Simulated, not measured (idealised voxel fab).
Process module in this document: voxel double patterning
In the cross-section labelled cut, the width is 285 nm and each square cell is 5 nm.
Think of the cross-section as a grid of square cells. We describe it in bands, top to bottom, and each band covers one or more rows of those cells.
In this notation a band is specified by the heights of its top and bottom, in that order and in nm, after which its materials appear from left to right, each paired with its width in nm. The word "all across" attached to a single material means that material fills the band from edge to edge; the word "empty" stands for empty space.
Zero point of the height axis is 0; under it, received wafer = one material. Lowest band: continues down indefinitely, "0 and below".
The two numbers in a width such as "30 to 40" mark its ends across the band: the first belongs to the top row of cells, the second to the bottom row, and from each row to the next the width moves by the same amount.
When a step is marked "remains unaltered", none of the cells in the cross-section changed during that step.
Listed in "Trapped voids": every empty space of 8 or more cells without an open way to the top. Form: width x height at distance, the distance being from the left edge, all in nm.
Post-settings text on a step line: simulator's own remark regarding the step.
"overlay nm" on a masked step: distance the mask lay right of its planned place, negative for left.
## Process steps (planned)
step 1: RECEIVE (material Si)
step 2: CONFORMAL_DEP (material SiO2; thk nm 5)
step 3: DIRECTIONAL_DEP (material polySi; thk nm 20)
step 4: DIRECTIONAL_DEP (material SiCN; thk nm 5)
step 5: MASKED_ETCH (tone open; mask id FIRST; width nm 15; pitch nm 50; etch materials SiCN; depth nm 5; overlay nm 0)
step 6: MASKED_ETCH (tone open; mask id SECOND; width nm 15; etch materials SiCN; depth nm 5; overlay nm 0)
step 7: DIRECTIONAL_ETCH (etch materials polySi; depth nm 20)
step 8: STRIP (etch materials SiCN)
## As-received wafer cross-section (after step 1)
> 0 and below = Si all across
> Trapped voids: none
## End-of-module cross-section of the first of two wafers, processed as planned
> 25 down to 5 = polySi 110, empty 15, polySi 10, empty 15, polySi 10, empty 15, polySi 110
> 5 down to 0 = SiO2 all across
> 0 and below = Si all across
> Trapped voids: none
## What the second wafer looks like in cross-section once the module is done. Its start and its plan matched the first wafer's exactly; what differed was one mistake in how it was run
> 10 down to 5 = polySi all across
> 5 down to 0 = SiO2 all across
> 0 and below = Si all across
> Trapped voids: none
So what did we get wrong on this run? step 4 went in with a setting other than planned; the actual run was DIRECTIONAL_DEP (material polySi; thk nm 5)
End of process, cell counts, second wafer against first, materials with more or fewer: polySi -135
